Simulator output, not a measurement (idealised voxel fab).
process module | voxel quadruple lines
cross-section cut | 255 nm wide | cells 5 nm
A cross-section is a grid of square cells, given in bands from the top down. A band is one or more rows of cells.
Each band's line starts with the height of the band's top and of its bottom, in nm. Then come its materials from left to right, each with its width in nm. One material with "throughout" fills the band from edge to edge. "air" is empty space.
Height 0 is the level under which the wafer as received is all one material. The lowest band goes on downwards, as in "0 down".
A width such as "30 to 40" changes by the same amount from each row of cells to the next, from the band's top row to its bottom row.
"no change" after a step means that no cell of the cross-section changed.
closed voids: empty space of 8 cells or more with no open way to the top, each as width x height at its distance from the left edge, in nm
after a step's settings: what the simulator itself notes on the step
overlay nm, on a step with a mask: how far to the right of its planned place the mask lay; to the left if negative
plan
1 op RECEIVE | material Si
2 op CONFORMAL_DEP | material SiO2 | thk nm 10
3 op DIRECTIONAL_DEP | material Ru | thk nm 10
4 op DIRECTIONAL_DEP | material polySi | thk nm 20
5 op DIRECTIONAL_DEP | material aC | thk nm 20
6 op PATTERN | tone cover | mask id MANDREL | material resist | width nm 35 | thk nm 30 | overlay nm 0
7 op DIRECTIONAL_ETCH | etch materials aC | depth nm 20
8 op STRIP | etch materials resist
9 op CONFORMAL_DEP | material SiO2 | thk nm 15
10 op DIRECTIONAL_ETCH | etch materials SiO2 | depth nm 15
11 op STRIP | etch materials aC
12 op DIRECTIONAL_ETCH | etch materials polySi | depth nm 20
13 op STRIP | etch materials SiO2
14 op CONFORMAL_DEP | material SiCN | thk nm 10
15 op DIRECTIONAL_ETCH | etch materials SiCN | depth nm 10
16 op STRIP | etch materials polySi
17 op DIRECTIONAL_ETCH | etch materials Ru | depth nm 10
18 op STRIP | etch materials SiCN
19 op FILL_DEP | material lowk | thk nm 5
20 op CMP | height nm 20
as received, after step 1
  0 down: Si throughout
  closed voids: none
a wafer at the end: this start, this plan, one mistake
  20 to 10: lowk 80 | Ru 10 | lowk 15 | Ru 10 | lowk 15 | Ru 10 | lowk 15 | Ru 10 | lowk 90
  10 to 0: SiO2 throughout
  0 down: Si throughout
  closed voids: none
what went wrong: step 6 ran as: op PATTERN | tone cover | mask id MANDREL | material resist | width nm 35 | thk nm 30 | overlay nm -5
